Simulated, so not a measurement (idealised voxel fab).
This section sets out a process module, namely voxel wiring stack.
This is section cut - it's 165 nm across, gridded in 5 nm square cells.
This document writes a cross-section as a grid whose cells are square, and gives it as bands, listed from the top down; one or more rows of cells form a band.
A band entry consists of two parts. The first gives the height of the band's top and the height of its bottom, in nm. The rest lists the band's materials from left to right, each with its width in nm. A single material labelled with the word "full width" fills the band from edge to edge, and the word "blank" marks empty space.
We count height from 0. Below that, the starting wafer is all one material. The lowest band never ends at the bottom but goes on down; see "from 0 down" for how that is written.
A width given as "30 to 40" starts at the first number in the band's top row and ends at the second number in its bottom row, shifting by an equal amount at every step from row to row.
You'll sometimes find "remained the same" written for a step, and that's the way of saying that nowhere in the cross-section did a cell change during that step.
"Sealed cavities" - sealed voids, min. 8 cells, no opening to top; format: width x height at distance (distance from left edge; nm throughout).
Whatever follows a step's settings on its line is a remark the simulator itself makes about that step.
overlay nm: mask offset rightward from planned place, masked step; negative means leftward offset.

The steps planned for the process are as follows
- 1: RECEIVE, material Si
- 2: CONFORMAL_DEP, material SiO2, thk nm 10
- 3: CONFORMAL_DEP, material SiCN, thk nm 5
- 4: DIRECTIONAL_DEP, material lowk, thk nm 20
- 5: MASKED_ETCH, tone open, mask id METAL_1, width nm 20, pitch nm 35, etch materials lowk, depth nm 20, overlay nm 0
- 6: MASKED_ETCH, tone open, mask id METAL_1, width nm 20, pitch nm 35, etch materials SiCN, depth nm 5, overlay nm 0
- 7: CONFORMAL_DEP, material TiN, thk nm 5
- 8: FILL_DEP, material Ru, thk nm 10
- 9: CMP, height nm 35
- 10: CONFORMAL_DEP, material SiCN, thk nm 5
- 11: DIRECTIONAL_DEP, material SiO2, thk nm 35
- 12: MASKED_ETCH, tone open, mask id METAL_2, width nm 20, pitch nm 35, etch materials SiO2, depth nm 20, overlay nm 0
- 13: MASKED_ETCH, tone open, mask id METAL_2_HOLES, width nm 15, pitch nm 70, etch materials SiO2, depth nm 15, overlay nm 0
- 14: MASKED_ETCH, tone open, mask id METAL_2_HOLES, width nm 15, pitch nm 70, etch materials SiCN, depth nm 5, overlay nm 0
- 15: CONFORMAL_DEP, material TiN, thk nm 5
- 16: FILL_DEP, material Cu, thk nm 5
- 17: CMP, height nm 75
- 18: CONFORMAL_DEP, material SiCN, thk nm 5

Incoming wafer, cross-sectional view, post step 1
    from 0 down  Si full width
    Sealed cavities: none

Wafer cross-section at end of module: start and plan as shown above, one execution error
    from 80 to 75  SiCN full width
    from 75 to 60  SiO2 35  TiN 5  Cu 10  TiN 5  SiO2 15  TiN 5  Cu 10  TiN 5  SiO2 15  TiN 5  Cu 10  TiN 5  SiO2 40
    from 60 to 55  SiO2 35  TiN 5  Cu 5  TiN 10  SiO2 15  TiN 20  SiO2 15  TiN 5  Cu 5  TiN 10  SiO2 40
    from 55 to 40  SiO2 35  TiN 5  Cu 5  TiN 5  SiO2 55  TiN 5  Cu 5  TiN 5  SiO2 45
    from 40 to 35  SiCN 35  TiN 15  SiCN 55  TiN 15  SiCN 45
    from 35 to 20  Ru 30  TiN 5  lowk 20  TiN 5  Ru 5  TiN 5  lowk 20  TiN 5  Ru 5  TiN 5  lowk 20  TiN 5  Ru 35
    from 20 to 15  TiN 35  lowk 20  TiN 15  lowk 20  TiN 15  lowk 20  TiN 40
    from 15 to 10  SiCN full width
    from 10 to 0  SiO2 full width
    from 0 down  Si full width
    Sealed cavities: none
Against the plan, the run slipped here: rather than as planned, step 5 actually ran as MASKED_ETCH, tone cover, mask id METAL_1, width nm 20, pitch nm 35, etch materials lowk, depth nm 20, overlay nm 0
